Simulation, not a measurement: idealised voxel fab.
Process module name: voxel quadruple lines
215 nm wide, 5 nm square cells: that's cross-section cut.
Format of a cross-section: grid, square cells. Given as bands. Order: top down. Band: one or more rows of cells.
Top, bottom (nm), then materials left to right with widths (nm); lone material tagged "everywhere" fills the whole band edge to edge; "empty" = empty space.
The level at which height equals 0 is the one under which the wafer, as it arrives, is entirely one material. No lower edge exists for the bottom band, which continues downward and is notated as in "0 down".
Graded width ("30->40"): value in top row of band = first number; value in bottom row = second number; row-to-row change constant.
Any step labelled "remained the same" changed none of the cells in the cross-section.
The entry titled "Trapped voids" provides the empty spaces that have no open way to the top, restricted to those of 8 cells or more. Each is presented as width x height at distance, the distance being measured from the left edge, with all three in nm.
Past the settings on a step's line: simulator remark, on that step.
What "overlay nm" on a step's line means: if the step has a mask, that mask lay this far to the right of its planned place, or, when the value is negative, to the left.
-- The planned process steps are enumerated hereunder
| 1 | RECEIVE (material Si) |
| 2 | CONFORMAL_DEP (material Al2O3; thk nm 5) |
| 3 | DIRECTIONAL_DEP (material TiN; thk nm 15) |
| 4 | DIRECTIONAL_DEP (material polySi; thk nm 15) |
| 5 | DIRECTIONAL_DEP (material aC; thk nm 20) |
| 6 | PATTERN (tone cover; mask id MANDREL; material resist; width nm 20; thk nm 30; overlay nm 0) |
| 7 | DIRECTIONAL_ETCH (etch materials aC; depth nm 20) |
| 8 | STRIP (etch materials resist) |
| 9 | CONFORMAL_DEP (material SiO2; thk nm 10) |
| 10 | DIRECTIONAL_ETCH (etch materials SiO2; depth nm 10) |
| 11 | STRIP (etch materials aC) |
| 12 | DIRECTIONAL_ETCH (etch materials polySi; depth nm 15) |
| 13 | STRIP (etch materials SiO2) |
| 14 | CONFORMAL_DEP (material SiCN; thk nm 5) |
| 15 | DIRECTIONAL_ETCH (etch materials SiCN; depth nm 5) |
| 16 | STRIP (etch materials polySi) |
| 17 | DIRECTIONAL_ETCH (etch materials TiN; depth nm 15) |
| 18 | STRIP (etch materials SiCN) |
-- First wafer of two (run as planned)
-- Step 1 complete: cross-section of the wafer as received
* 0 down = Si everywhere
* Trapped voids: none
-- The wafer in cross-section once step 2 is complete
* 5 to 0 = Al2O3 everywhere
* All layers under 0 are left as they were.
-- The wafer in cross-section once step 3 is complete
* 20 to 5 = TiN everywhere
* All layers under 5 are left as they were.
-- The wafer in cross-section once step 4 is complete
* 35 to 20 = polySi everywhere
* All layers under 20 are left as they were.
-- The wafer in cross-section once step 5 is complete
* 55 to 35 = aC everywhere
* All layers under 35 are left as they were.
-- The wafer in cross-section once step 6 is complete
* 85 to 55 = 95 nm empty  20 nm resist  100 nm empty
* All layers under 55 are left as they were.
-- The wafer in cross-section once step 7 is complete
* 65 to 55 = 95 nm empty  20 nm resist  100 nm empty
* 55 to 35 = 95 nm empty  20 nm aC  100 nm empty
* All layers under 35 are left as they were.
-- The wafer in cross-section once step 8 is complete
* 55 to 35 = 95 nm empty  20 nm aC  100 nm empty
* All layers under 35 are left as they were.
-- The wafer in cross-section once step 9 is complete
* 65 to 55 = 85 nm empty  40 nm SiO2  90 nm empty
* 55 to 45 = 85 nm empty  10 nm SiO2  20 nm aC  10 nm SiO2  90 nm empty
* 45 to 35 = 95 nm SiO2  20 nm aC  100 nm SiO2
* All layers under 35 are left as they were.
-- The wafer in cross-section once step 10 is complete
* 55 to 35 = 85 nm empty  10 nm SiO2  20 nm aC  10 nm SiO2  90 nm empty
* All layers under 35 are left as they were.
-- The wafer in cross-section once step 11 is complete
* 55 to 35 = 85 nm empty  10 nm SiO2  20 nm empty  10 nm SiO2  90 nm empty
* All layers under 35 are left as they were.
-- The wafer in cross-section once step 12 is complete
* 55 to 35 = 85 nm empty  10 nm SiO2  20 nm empty  10 nm SiO2  90 nm empty
* 35 to 20 = 85 nm empty  10 nm polySi  20 nm empty  10 nm polySi  90 nm empty
* All layers under 20 are left as they were.
-- The wafer in cross-section once step 13 is complete
* 35 to 20 = 85 nm empty  10 nm polySi  20 nm empty  10 nm polySi  90 nm empty
* All layers under 20 are left as they were.
-- The wafer in cross-section once step 14 is complete
* 40 to 35 = 80 nm empty  20 nm SiCN  10 nm empty  20 nm SiCN  85 nm empty
* 35 to 25 = 80 nm empty  5 nm SiCN  10 nm polySi  5 nm SiCN  10 nm empty  5 nm SiCN  10 nm polySi  5 nm SiCN  85 nm empty
* 25 to 20 = 85 nm SiCN  10 nm polySi  20 nm SiCN  10 nm polySi  90 nm SiCN
* All layers under 20 are left as they were.
-- The wafer in cross-section once step 15 is complete
* 35 to 20 = 80 nm empty  5 nm SiCN  10 nm polySi  5 nm SiCN  10 nm empty  5 nm SiCN  10 nm polySi  5 nm SiCN  85 nm empty
* All layers under 20 are left as they were.
-- The wafer in cross-section once step 16 is complete
* 35 to 20 = 80 nm empty  5 nm SiCN  10 nm empty  5 nm SiCN  10 nm empty  5 nm SiCN  10 nm empty  5 nm SiCN  85 nm empty
* All layers under 20 are left as they were.
-- The wafer in cross-section once step 17 is complete
* 35 to 20 = 80 nm empty  5 nm SiCN  10 nm empty  5 nm SiCN  10 nm empty  5 nm SiCN  10 nm empty  5 nm SiCN  85 nm empty
* 20 to 5 = 80 nm empty  5 nm TiN  10 nm empty  5 nm TiN  10 nm empty  5 nm TiN  10 nm empty  5 nm TiN  85 nm empty
* All layers under 5 are left as they were.
-- The wafer in cross-section once step 18 is complete
* 20 to 5 = 80 nm empty  5 nm TiN  10 nm empty  5 nm TiN  10 nm empty  5 nm TiN  10 nm empty  5 nm TiN  85 nm empty
* All layers under 5 are left as they were.
-- The remaining wafer, second of the two, started like the first and was run to the same plan, except that one mistake was made along the way; the two coincide through step 2, inclusive
-- Second wafer at the planned finish of step 3, seen in cross-section
* 25 to 5 = TiN everywhere
* All layers under 5 are left as they were.
-- Second wafer at the planned finish of step 4, seen in cross-section
* 40 to 25 = polySi everywhere
* All layers under 25 are left as they were.
-- Second wafer at the planned finish of step 5, seen in cross-section
* 60 to 40 = aC everywhere
* All layers under 40 are left as they were.
-- Second wafer at the planned finish of step 6, seen in cross-section
* 90 to 60 = 95 nm empty  20 nm resist  100 nm empty
* All layers under 60 are left as they were.
-- Second wafer at the planned finish of step 7, seen in cross-section
* 70 to 60 = 95 nm empty  20 nm resist  100 nm empty
* 60 to 40 = 95 nm empty  20 nm aC  100 nm empty
* All layers under 40 are left as they were.
-- Second wafer at the planned finish of step 8, seen in cross-section
* 60 to 40 = 95 nm empty  20 nm aC  100 nm empty
* All layers under 40 are left as they were.
-- Second wafer at the planned finish of step 9, seen in cross-section
* 70 to 60 = 85 nm empty  40 nm SiO2  90 nm empty
* 60 to 50 = 85 nm empty  10 nm SiO2  20 nm aC  10 nm SiO2  90 nm empty
* 50 to 40 = 95 nm SiO2  20 nm aC  100 nm SiO2
* All layers under 40 are left as they were.
-- Second wafer at the planned finish of step 10, seen in cross-section
* 60 to 40 = 85 nm empty  10 nm SiO2  20 nm aC  10 nm SiO2  90 nm empty
* All layers under 40 are left as they were.
-- Second wafer at the planned finish of step 11, seen in cross-section
* 60 to 40 = 85 nm empty  10 nm SiO2  20 nm empty  10 nm SiO2  90 nm empty
* All layers under 40 are left as they were.
-- Second wafer at the planned finish of step 12, seen in cross-section
* 60 to 40 = 85 nm empty  10 nm SiO2  20 nm empty  10 nm SiO2  90 nm empty
* 40 to 25 = 85 nm empty  10 nm polySi  20 nm empty  10 nm polySi  90 nm empty
* All layers under 25 are left as they were.
-- Second wafer at the planned finish of step 13, seen in cross-section
* 40 to 25 = 85 nm empty  10 nm polySi  20 nm empty  10 nm polySi  90 nm empty
* All layers under 25 are left as they were.
-- Second wafer at the planned finish of step 14, seen in cross-section
* 45 to 40 = 80 nm empty  20 nm SiCN  10 nm empty  20 nm SiCN  85 nm empty
* 40 to 30 = 80 nm empty  5 nm SiCN  10 nm polySi  5 nm SiCN  10 nm empty  5 nm SiCN  10 nm polySi  5 nm SiCN  85 nm empty
* 30 to 25 = 85 nm SiCN  10 nm polySi  20 nm SiCN  10 nm polySi  90 nm SiCN
* All layers under 25 are left as they were.
-- Second wafer at the planned finish of step 15, seen in cross-section
* 40 to 25 = 80 nm empty  5 nm SiCN  10 nm polySi  5 nm SiCN  10 nm empty  5 nm SiCN  10 nm polySi  5 nm SiCN  85 nm empty
* All layers under 25 are left as they were.
-- Second wafer at the planned finish of step 16, seen in cross-section
* 40 to 25 = 80 nm empty  5 nm SiCN  10 nm empty  5 nm SiCN  10 nm empty  5 nm SiCN  10 nm empty  5 nm SiCN  85 nm empty
* All layers under 25 are left as they were.
-- Second wafer at the planned finish of step 17, seen in cross-section
* 40 to 25 = 80 nm empty  5 nm SiCN  10 nm empty  5 nm SiCN  10 nm empty  5 nm SiCN  10 nm empty  5 nm SiCN  85 nm empty
* 25 to 10 = 80 nm empty  5 nm TiN  10 nm empty  5 nm TiN  10 nm empty  5 nm TiN  10 nm empty  5 nm TiN  85 nm empty
* All layers under 10 are left as they were.
-- Second wafer at the planned finish of step 18, seen in cross-section
* 25 to 10 = 80 nm empty  5 nm TiN  10 nm empty  5 nm TiN  10 nm empty  5 nm TiN  10 nm empty  5 nm TiN  85 nm empty
* All layers under 10 are left as they were.
Which mistake was made when the wafer was run? off-plan run, step 3, actual operation and settings DIRECTIONAL_DEP (material TiN; thk nm 20)
Final tally in cells, some materials are higher or lower on the second wafer than on the first: TiN +43
